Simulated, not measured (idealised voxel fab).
process module | voxel lift off
cross-section cut | 295 nm wide | cells 5 nm
A cross-section is a grid of square cells, given in bands from the top down. A band is one or more rows of cells.
Each band's line starts with the height of the band's top and of its bottom, in nm. Then come its materials from left to right, each with its width in nm. One material with "throughout" fills the band from edge to edge. "air" is empty space.
Height 0 is the level under which the wafer as received is all one material. The lowest band goes on downwards, as in "0 down".
A width such as "30 to 40" changes by the same amount from each row of cells to the next, from the band's top row to its bottom row.
"no change" after a step means that no cell of the cross-section changed.
closed voids: empty space of 8 cells or more with no open way to the top, each as width x height at its distance from the left edge, in nm
after a step's settings: what the simulator itself notes on the step
overlay nm, on a step with a mask: how far to the right of its planned place the mask lay; to the left if negative
plan
1 op RECEIVE | material Si
2 op CONFORMAL_DEP | material SiN | thk nm 5
3 op PATTERN | tone open | mask id LINES | material resist | width nm 30 | pitch nm 50 | thk nm 20 | overlay nm 0
4 op DIRECTIONAL_DEP | material Ru | thk nm 10
5 op STRIP | etch materials resist
6 op CONFORMAL_DEP | material SiN | thk nm 10
first wafer, as planned
as received, after step 1
  0 down: Si throughout
  closed voids: none
after step 2
  5 to 0: SiN throughout
  below 0: unchanged
after step 3
  25 to 5: resist 55 | air 30 | resist 20 | air 30 | resist 20 | air 30 | resist 20 | air 30 | resist 60
  below 5: unchanged
after step 4
  35 to 25: Ru 55 | air 30 | Ru 20 | air 30 | Ru 20 | air 30 | Ru 20 | air 30 | Ru 60
  25 to 15: resist 55 | air 30 | resist 20 | air 30 | resist 20 | air 30 | resist 20 | air 30 | resist 60
  15 to 5: resist 55 | Ru 30 | resist 20 | Ru 30 | resist 20 | Ru 30 | resist 20 | Ru 30 | resist 60
  below 5: unchanged
after step 5
  15 to 5: air 55 | Ru 30 | air 20 | Ru 30 | air 20 | Ru 30 | air 20 | Ru 30 | air 60
  below 5: unchanged
after step 6
  25 to 15: air 45 | SiN 200 | air 50
  15 to 5: SiN 55 | Ru 30 | SiN 20 | Ru 30 | SiN 20 | Ru 30 | SiN 20 | Ru 30 | SiN 60
  below 5: unchanged
second wafer: like start, like plan, one mistake. Through step 3 it matches the first wafer
when step 4 should have ended
  35 to 25: SiN 55 | air 30 | SiN 20 | air 30 | SiN 20 | air 30 | SiN 20 | air 30 | SiN 60
  25 to 15: resist 55 | air 30 | resist 20 | air 30 | resist 20 | air 30 | resist 20 | air 30 | resist 60
  15 to 5: resist 55 | SiN 30 | resist 20 | SiN 30 | resist 20 | SiN 30 | resist 20 | SiN 30 | resist 60
  below 5: unchanged
when step 5 should have ended
  15 to 5: air 55 | SiN 30 | air 20 | SiN 30 | air 20 | SiN 30 | air 20 | SiN 30 | air 60
  below 5: unchanged
when step 6 should have ended
  25 to 15: air 45 | SiN 200 | air 50
  15 to 0: SiN throughout
  below 0: unchanged
what went wrong: step 4 ran as: op DIRECTIONAL_DEP | material SiN | thk nm 10
at the end the second wafer has, in cells: 48 fewer of Ru | 48 more of SiN
